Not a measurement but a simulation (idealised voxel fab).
Presented below is a process module, voxel ribs on slabs.
Shown is cross-section cut, with a width of 270 nm and square cells of size 5 nm.
Square cells in a grid make up a cross-section in this document, and the grid is given as bands, listed from the top down, each one or more rows of cells.
Heads up on the band format: heights come first, top then bottom, in nm. After that it's the materials left to right, each with its width in nm. A single material flagged "all across" fills the whole band edge to edge, and "empty" means there's empty space there.
Ref level 0: as-received wafer is one material below here. Bottom band extends down with no lower bound ("z 0 and below").
Read "30 to 40" as a graded width: first number on top, second number at the bottom, same change between each pair of neighbouring rows.
The designation "no change occurred", where it is given for a processing step, indicates that no cell of the cross-section was altered in the course of that step.
"Enclosed cavity list" specifies each empty space that is not open to the top and that occupies no fewer than 8 cells, using the form width x height at distance, the distance measured from the left edge and all three quantities in nm.
The remark found on a step's line after its settings is issued by the simulator itself and pertains to that step.
overlay nm, on a step with a mask: how far to the right of its planned place the mask lay; to the left if negative

Planned step list for the process
step 1: RECEIVE [material Si]
step 2: DIRECTIONAL_DEP [material SiO2] [thk nm 20]
step 3: DIRECTIONAL_DEP [material polySi] [thk nm 15]
step 4: MASKED_ETCH [tone cover] [mask id RIB] [width nm 20] [etch materials polySi] [depth nm 5] [overlay nm 0]
step 5: DIRECTIONAL_DEP [material aC] [thk nm 10]
step 6: PATTERN [tone cover] [mask id SLAB] [material resist] [width nm 50] [thk nm 25] [overlay nm -15]
step 7: DIRECTIONAL_ETCH [etch materials aC] [depth nm 10]
step 8: STRIP [etch materials resist]
step 9: DIRECTIONAL_ETCH [etch materials polySi] [depth nm 10]
step 10: STRIP [etch materials aC]
step 11: FILL_DEP [material SiO2] [thk nm 25]
step 12: CMP [height nm 50]
step 13: DIRECTIONAL_DEP [material W] [thk nm 5]
step 14: DIRECTIONAL_DEP [material aC] [thk nm 10]
step 15: PATTERN [tone cover] [mask id HEATER] [material resist] [width nm 30] [thk nm 30] [overlay nm 0]
step 16: DIRECTIONAL_ETCH [etch materials aC] [depth nm 10]
step 17: STRIP [etch materials resist]
step 18: DIRECTIONAL_ETCH [etch materials W] [depth nm 5]
step 19: STRIP [etch materials aC]
step 20: CONFORMAL_DEP [material SiN] [thk nm 10]
Same starting wafers, different overlay nm at step 6. Plan value belongs to the first wafer.

Cross-section of the first of several wafers as received (after step 1)
> z 0 and below = Si all across
> Enclosed cavity list: none

Here's the first of several wafers in cross-section, end of the module, after the last step, step 20
> z 65 to 60 = empty 110 nm | SiN 50 nm | empty 110 nm
> z 60 to 55 = SiN all across
> z 55 to 50 = SiN 120 nm | W 30 nm | SiN 120 nm
> z 50 to 35 = SiO2 all across
> z 35 to 30 = SiO2 125 nm | polySi 20 nm | SiO2 125 nm
> z 30 to 20 = SiO2 95 nm | polySi 50 nm | SiO2 125 nm
> z 20 to 0 = SiO2 all across
> z 0 and below = Si all across
> Enclosed cavity list: none

The final wafer, sectioned at module end
> z 65 to 60 = empty 110 nm | SiN 50 nm | empty 110 nm
> z 60 to 55 = SiN all across
> z 55 to 50 = SiN 120 nm | W 30 nm | SiN 120 nm
> z 50 to 35 = SiO2 all across
> z 35 to 30 = SiO2 125 nm | polySi 20 nm | SiO2 125 nm
> z 30 to 20 = SiO2 125 nm | polySi 50 nm | SiO2 95 nm
> z 20 to 0 = SiO2 all across
> z 0 and below = Si all across
> Enclosed cavity list: none

Heads up, this table goes wafer by wafer. A row tells you, at the end of the module, how many cells of each material that wafer has put on (+) or dropped (-) since it was received, and then its closed voids
overlay nm -15 | +112 SiN | +516 SiO2 | +6 W | +24 polySi | Enclosed cavity list: none
overlay nm -10 | +112 SiN | +516 SiO2 | +6 W | +24 polySi | Enclosed cavity list: none
overlay nm -5 | +112 SiN | +516 SiO2 | +6 W | +24 polySi | Enclosed cavity list: none
overlay nm 0 | +112 SiN | +516 SiO2 | +6 W | +24 polySi | Enclosed cavity list: none
overlay nm 5 | +112 SiN | +516 SiO2 | +6 W | +24 polySi | Enclosed cavity list: none
overlay nm 10 | +112 SiN | +516 SiO2 | +6 W | +24 polySi | Enclosed cavity list: none
overlay nm 15 | +112 SiN | +516 SiO2 | +6 W | +24 polySi | Enclosed cavity list: none
